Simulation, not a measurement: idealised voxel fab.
This section sets out a process module, namely voxel tone inversion.
Pictured: cross-section cut, 255 nm wide, on a grid of 5 nm square cells.
Cross-section = grid of square cells, listed top down in bands; band = one or more rows. It is stipulated that each band's entry specify, in nanometres, the height of the top of the band and then that of its bottom, followed by the materials of the band in left-to-right sequence, each together with its width in nanometres. A single material marked by the word "everywhere" is understood to fill the band from edge to edge; the word "empty" is understood to denote empty space. Below 0: as-received wafer, all one material; heights counted from there. Lowest band: no bottom, goes on down, written "0 nm and below". A width such as "30..40" changes by the same amount from each row of cells to the next, from the band's top row to its bottom row. You'll sometimes find "left unchanged" written for a step, and that's the way of saying that nowhere in the cross-section did a cell change during that step. The entry titled "Voids lacking openings" provides the empty spaces that have no open way to the top, restricted to those of 8 cells or more. Each is presented as width x height at distance, the distance being measured from the left edge, with all three in nm. Heads up: the bit after the settings on a step's line is the simulator's remark on that step. overlay nm: on a step with a mask, how far right of its planned place the mask lay; negative means left.
# Intended process steps
1,RECEIVE: material Si
2,CONFORMAL_DEP: material SiCN, thk nm 10
3,DIRECTIONAL_DEP: material aC, thk nm 20
4,PATTERN: tone cover, mask id POSTS, material resist, width nm 25, pitch nm 50, thk nm 25, overlay nm 0
5,DIRECTIONAL_ETCH: etch materials aC, depth nm 20
6,STRIP: etch materials resist
7,FILL_DEP: material SiO2, thk nm 10
8,CMP: height nm 30
9,STRIP: etch materials aC
# As-received state of the wafer in cross-section, equivalent to post-step 1
  0 nm and below = Si everywhere
  Voids lacking openings: none
# Cross-sectional image of the first of two wafers at the end of the module, the run having proceeded as planned
  30 nm to 10 nm = SiO2 40; empty 25; SiO2 25; empty 25; SiO2 25; empty 25; SiO2 25; empty 25; SiO2 40
  10 nm to 0 nm = SiCN everywhere
  0 nm and below = Si everywhere
  Voids lacking openings: none
# Here's the second of our two wafers sectioned at module end. Same start as the first, same plan, but one mistake got made running it
  30 nm to 10 nm = SiO2 everywhere
  10 nm to 0 nm = SiCN everywhere
  0 nm and below = Si everywhere
  Voids lacking openings: none
Misprocessing identified: not per plan at step 3, really ran DIRECTIONAL_DEP: material SiO2, thk nm 20
Final wafer comparison in cells, second versus first, more or fewer per material: SiO2 +80
